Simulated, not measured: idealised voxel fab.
This section sets out a process module, namely voxel wiring stack.
The figure presents cross-section cut, which has a width of 180 nm and is divided into square cells with an edge length of 5 nm.
In this document a cross-section is written as a grid of square cells. It is given as a series of bands, listed from the top down, and a band is one or more rows of cells. Look at the band entry: it leads with the top's height and the bottom's height in nm. Then it lists the materials left to right, with a width in nm for each. The word "throughout" on a single material says that material fills the band edge to edge. The word "empty" is empty space. Height is counted from the level 0, under which the received wafer is composed throughout of one material. The lowest of the bands is not closed at the bottom but continues downward, in the notation "top 0, no bottom". Top row gets the first number, bottom row gets the second, and each row in between changes by the same step: that is how a band width like "30 to 40" works. Reading "no modification" for a step: not a cell of the cross-section changed in it. "Completely sealed voids": empty spaces of 8 cells or more with no open way to the top, each given as width x height at distance, distance from the left edge, all in nm. What comes after the settings on a step's line is commentary from the simulator itself on that step. "overlay nm", when on a step's line for a step with a mask, measures how far to the right of its planned place the mask lay; a negative measure means to the left.

SO HERE'S THE LINEUP OF PROCESS STEPS WE PLANNED
1,RECEIVE (material Si)
2,CONFORMAL_DEP (material SiO2; thk nm 15)
3,CONFORMAL_DEP (material SiN; thk nm 5)
4,DIRECTIONAL_DEP (material SiO2; thk nm 15)
5,DIRECTIONAL_DEP (material aC; thk nm 15)
6,PATTERN (tone open; mask id METAL_1; material resist; width nm 25; pitch nm 40; thk nm 35; overlay nm 0)
7,DIRECTIONAL_ETCH (etch materials aC; depth nm 15)
8,STRIP (etch materials resist)
9,DIRECTIONAL_ETCH (etch materials SiO2; depth nm 15)
10,DIRECTIONAL_ETCH (etch materials SiN; depth nm 5)
11,STRIP (etch materials aC)
12,CONFORMAL_DEP (material TiN; thk nm 5)
13,FILL_DEP (material Cu; thk nm 5)
14,CMP (height nm 35)
15,EPI (material Ru; thk nm 5)
16,FILL_DEP (material SiCN; thk nm 5)
17,DIRECTIONAL_DEP (material SiO2; thk nm 10)
18,PATTERN (tone open; mask id PLUG_1; material resist; width nm 15; pitch nm 40; thk nm 15; overlay nm 0)
19,DIRECTIONAL_ETCH (etch materials SiO2; depth nm 10)
20,DIRECTIONAL_ETCH (etch materials SiCN; depth nm 5)
21,STRIP (etch materials resist)
22,CONFORMAL_DEP (material TiN; thk nm 5)
23,FILL_DEP (material Ru; thk nm 10)
24,CMP (height nm 55)
25,DIRECTIONAL_DEP (material TiN; thk nm 5)
26,DIRECTIONAL_DEP (material W; thk nm 15)
27,PATTERN (tone cover; mask id METAL_2; material resist; width nm 25; pitch nm 40; thk nm 20; overlay nm 0)
28,DIRECTIONAL_ETCH (etch materials W; depth nm 15)
29,DIRECTIONAL_ETCH (etch materials TiN; depth nm 5)
30,STRIP (etch materials resist)
31,CONFORMAL_DEP (material SiN; thk nm 5)
32,FILL_DEP (material lowk; thk nm 10)
33,CMP (height nm 75)
34,CONFORMAL_DEP (material SiCN; thk nm 5)
35,DIRECTIONAL_DEP (material SiO2; thk nm 30)
36,DIRECTIONAL_DEP (material aC; thk nm 10)
37,PATTERN (tone open; mask id METAL_3_HOLES; material resist; width nm 15; thk nm 30; overlay nm 0)
38,DIRECTIONAL_ETCH (etch materials aC; depth nm 10)
39,STRIP (etch materials resist)
40,DIRECTIONAL_ETCH (etch materials SiO2; depth nm 30)
41,STRIP (etch materials aC)
42,DIRECTIONAL_DEP (material aC; thk nm 15)
43,PATTERN (tone open; mask id METAL_3; material resist; width nm 25; pitch nm 40; thk nm 30; overlay nm 0)
44,DIRECTIONAL_ETCH (etch materials aC; depth nm 15)
45,STRIP (etch materials resist)
46,DIRECTIONAL_ETCH (etch materials SiO2; depth nm 15)
47,DIRECTIONAL_ETCH (etch materials SiCN; depth nm 5)
48,STRIP (etch materials aC)
49,CONFORMAL_DEP (material TiN; thk nm 5)
50,FILL_DEP (material Cu; thk nm 5)
51,CMP (height nm 110)
52,CONFORMAL_DEP (material SiN; thk nm 5)

THE CROSS-SECTION HERE SHOWS THE WAFER AS RECEIVED, I.E. IN ITS STATE AFTER STEP 1
	top 0, no bottom  Si throughout
	Completely sealed voids: none

CROSS-SECTION TAKEN AT MODULE COMPLETION ON THE FIRST OF TWO WAFERS; PROCESSED PER THE PLAN
	top 115, bottom 110  SiN throughout
	top 110, bottom 100  SiO2 55; TiN 5; Cu 15; TiN 5; SiO2 15; TiN 5; Cu 15; TiN 5; SiO2 60
	top 100, bottom 95  SiO2 55; TiN 5; Cu 5; TiN 15; SiO2 15; TiN 25; SiO2 60
	top 95, bottom 80  SiO2 55; TiN 5; Cu 5; TiN 5; SiO2 110
	top 80, bottom 75  SiCN 55; TiN 15; SiCN 110
	top 75, bottom 60  lowk 50; SiN 5; W 25; SiN 5; lowk 5; SiN 5; W 25; SiN 5; lowk 55
	top 60, bottom 55  SiN 55; TiN 25; SiN 15; TiN 25; SiN 60
	top 55, bottom 45  SiO2 55; TiN 5; Ru 5; TiN 5; SiO2 25; TiN 5; Ru 5; TiN 5; SiO2 70
	top 45, bottom 40  SiCN 55; TiN 15; SiCN 25; TiN 15; SiCN 70
	top 40, bottom 35  SiCN 50; Ru 35; SiCN 5; Ru 35; SiCN 55
	top 35, bottom 20  SiO2 55; TiN 5; Cu 15; TiN 5; SiO2 15; TiN 5; Cu 15; TiN 5; SiO2 60
	top 20, bottom 15  SiN 55; TiN 25; SiN 15; TiN 25; SiN 60
	top 15, bottom 0  SiO2 throughout
	top 0, no bottom  Si throughout
	Completely sealed voids: none

CROSS-SECTIONAL IMAGE OF THE SECOND WAFER OF THE TWO FOLLOWING COMPLETION OF THE MODULE. STARTING STATE AND PROCESS PLAN WERE THE SAME AS FOR THE FIRST WAFER; ONE EXECUTION ERROR OCCURRED
	top 115, bottom 110  SiN throughout
	top 110, bottom 100  SiO2 55; TiN 5; Cu 15; TiN 5; SiO2 15; TiN 5; Cu 15; TiN 5; SiO2 60
	top 100, bottom 95  SiO2 55; TiN 5; Cu 5; TiN 15; SiO2 15; TiN 25; SiO2 60
	top 95, bottom 80  SiO2 55; TiN 5; Cu 5; TiN 5; SiO2 110
	top 80, bottom 75  SiCN 55; TiN 15; SiCN 110
	top 75, bottom 60  lowk 50; SiN 5; W 25; SiN 5; lowk 5; SiN 5; W 25; SiN 5; lowk 55
	top 60, bottom 55  SiN 55; TiN 25; SiN 15; TiN 25; SiN 60
	top 55, bottom 45  SiO2 55; TiN 5; Ru 5; TiN 5; SiO2 25; TiN 5; Ru 5; TiN 5; SiO2 70
	top 45, bottom 40  SiCN 55; TiN 15; SiCN 25; TiN 15; SiCN 70
	top 40, bottom 35  SiCN 50; Ru 35; SiCN 5; Ru 35; SiCN 55
	top 35, bottom 25  SiO2 55; TiN 5; Cu 15; TiN 5; SiO2 15; TiN 5; Cu 15; TiN 5; SiO2 60
	top 25, bottom 20  SiO2 55; TiN 25; SiO2 15; TiN 25; SiO2 60
	top 20, bottom 5  SiO2 throughout
	top 5, bottom 0  SiN throughout
	top 0, no bottom  Si throughout
	Completely sealed voids: none
Heads up, the wafer didn't run the way we planned it: steps 2 and 3 swapped
Heads up, by the end the second wafer has more or fewer cells of some materials compared to the first: -6 Cu, +10 SiN, -4 TiN
